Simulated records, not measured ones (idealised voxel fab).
process module | voxel trench capacitor
cross-section cut | 285 nm wide | cells 5 nm
A cross-section is a grid of square cells, given in bands from the top down. A band is one or more rows of cells.
Each band's line starts with the height of the band's top and of its bottom, in nm. Then come its materials from left to right, each with its width in nm. One material with "throughout" fills the band from edge to edge. "air" is empty space.
Height 0 is the level under which the wafer as received is all one material. The lowest band goes on downwards, as in "0 down".
A width such as "30 to 40" changes by the same amount from each row of cells to the next, from the band's top row to its bottom row.
"no change" after a step means that no cell of the cross-section changed.
closed voids: empty space of 8 cells or more with no open way to the top, each as width x height at its distance from the left edge, in nm
after a step's settings: what the simulator itself notes on the step
overlay nm, on a step with a mask: how far to the right of its planned place the mask lay; to the left if negative
plan
1 op RECEIVE | material Si
2 op CONFORMAL_DEP | material SiN | thk nm 5
3 op MASKED_ETCH | tone open | mask id TRENCH | width nm 30 | pitch nm 50 | etch materials SiN | depth nm 5 | overlay nm 0
4 op MASKED_ETCH | tone open | mask id TRENCH | width nm 30 | pitch nm 50 | etch materials Si | depth nm 25 | overlay nm 0
5 op CONFORMAL_DEP | material HfO2 | thk nm 5
6 op CONFORMAL_DEP | material TiN | thk nm 5
7 op FILL_DEP | material W | thk nm 5
8 op CMP | height nm 5
as received, after step 1
  0 down: Si throughout
  closed voids: none
first wafer at the end, as planned
  5 to 0: SiN 100 | HfO2 5 | TiN 5 | W 10 | TiN 5 | HfO2 5 | SiN 20 | HfO2 5 | TiN 5 | W 10 | TiN 5 | HfO2 5 | SiN 105
  0 to -15: Si 100 | HfO2 5 | TiN 5 | W 10 | TiN 5 | HfO2 5 | Si 20 | HfO2 5 | TiN 5 | W 10 | TiN 5 | HfO2 5 | Si 105
  -15 to -20: Si 100 | HfO2 5 | TiN 20 | HfO2 5 | Si 20 | HfO2 5 | TiN 20 | HfO2 5 | Si 105
  -20 to -25: Si 100 | HfO2 30 | Si 20 | HfO2 30 | Si 105
  -25 down: Si throughout
  closed voids: none
second wafer at the end: like start, like plan, one mistake
  5 to 0: HfO2 105 | TiN 5 | W 10 | TiN 5 | HfO2 30 | TiN 5 | W 10 | TiN 5 | HfO2 110
  0 to -15: Si 100 | HfO2 5 | TiN 5 | W 10 | TiN 5 | HfO2 5 | Si 20 | HfO2 5 | TiN 5 | W 10 | TiN 5 | HfO2 5 | Si 105
  -15 to -20: Si 100 | HfO2 5 | TiN 20 | HfO2 5 | Si 20 | HfO2 5 | TiN 20 | HfO2 5 | Si 105
  -20 to -25: Si 100 | HfO2 30 | Si 20 | HfO2 30 | Si 105
  -25 down: Si throughout
  closed voids: none
what went wrong: step 2 was left out
at the end the second wafer has, in cells: 45 more of HfO2 | 45 fewer of SiN
